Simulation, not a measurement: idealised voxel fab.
Process module heading - voxel ribs on slabs
Cross-sectional view cut (width: 145 nm; square cell size: 5 nm).
Cross-section layout: square cells on a grid; listed as bands, top to bottom; a band spans one or more cell rows.
Heads up on the band format: heights come first, top then bottom, in nm. After that it's the materials left to right, each with its width in nm. A single material flagged "full width" fills the whole band edge to edge, and "empty" means there's empty space there.
Counting heights begins at 0, where everything beneath is, in the wafer as received, one material. The lowest band has no bottom; it goes on downwards, as "from 0 down" shows.
With a width like "30->40", each row of cells in the band differs from the next by the same amount, the top row carrying the first number and the bottom row the second.
The cross-section has no changed cell in any step marked "no change".
"Completely sealed voids" enumerates empty spaces isolated from the top, with no open way to it, that contain at least 8 cells, giving each as width x height at distance from the left edge, all three in nm.
Note: text after step settings on the step line = simulator remark on that step.
The optional step-line setting "overlay nm" applies to steps with a mask and quantifies how far to the right of its planned location the mask lay, a negative value indicating leftward placement.

### Set out below are the planned steps of the process
1: RECEIVE with material Si
2: DIRECTIONAL_DEP with material SiO2, thk nm 30
3: DIRECTIONAL_DEP with material polySi, thk nm 20
4: DIRECTIONAL_DEP with material aC, thk nm 15
5: PATTERN with tone cover, mask id RIB, material resist, width nm 30, thk nm 35, overlay nm 0
6: DIRECTIONAL_ETCH with etch materials aC, depth nm 15
7: STRIP with etch materials resist
8: DIRECTIONAL_ETCH with etch materials polySi, depth nm 15
9: STRIP with etch materials aC
10: PATTERN with tone cover, mask id SLAB, material resist, width nm 90, thk nm 15, overlay nm 0
11: DIRECTIONAL_ETCH with etch materials polySi, depth nm 5
12: STRIP with etch materials resist
13: FILL_DEP with material SiO2, thk nm 25
14: CMP with height nm 70
15: DIRECTIONAL_DEP with material TiN, thk nm 5
16: PATTERN with tone cover, mask id HEATER, material resist, width nm 40, thk nm 15, overlay nm 0
17: DIRECTIONAL_ETCH with etch materials TiN, depth nm 5
18: STRIP with etch materials resist
19: CONFORMAL_DEP with material SiO2, thk nm 10

### Cross-sectional view of the wafer in its as-received condition, corresponding to the state after step 1
	from 0 down  Si full width
	Completely sealed voids: none

### Post-module cross-section of the first of two wafers (run per plan)
	from 85 to 80  40 empty, 60 SiO2, 45 empty
	from 80 to 75  SiO2 full width
	from 75 to 70  50 SiO2, 40 TiN, 55 SiO2
	from 70 to 50  SiO2 full width
	from 50 to 35  55 SiO2, 30 polySi, 60 SiO2
	from 35 to 30  25 SiO2, 90 polySi, 30 SiO2
	from 30 to 0  SiO2 full width
	from 0 down  Si full width
	Completely sealed voids: none

### End of module, second wafer, cross-section. Started like the first, planned like the first, run with one mistake
	from 85 to 80  40 empty, 60 SiO2, 45 empty
	from 80 to 75  SiO2 full width
	from 75 to 70  50 SiO2, 40 TiN, 55 SiO2
	from 70 to 60  55->25 SiO2, 30->90 polySi, 60->30 SiO2
	from 60 to 0  SiO2 full width
	from 0 down  Si full width
	Completely sealed voids: none
Misprocessing identified: the plan had its step 2 run twice
at the end the second wafer has, in cells: 12 more of SiO2; 12 fewer of polySi
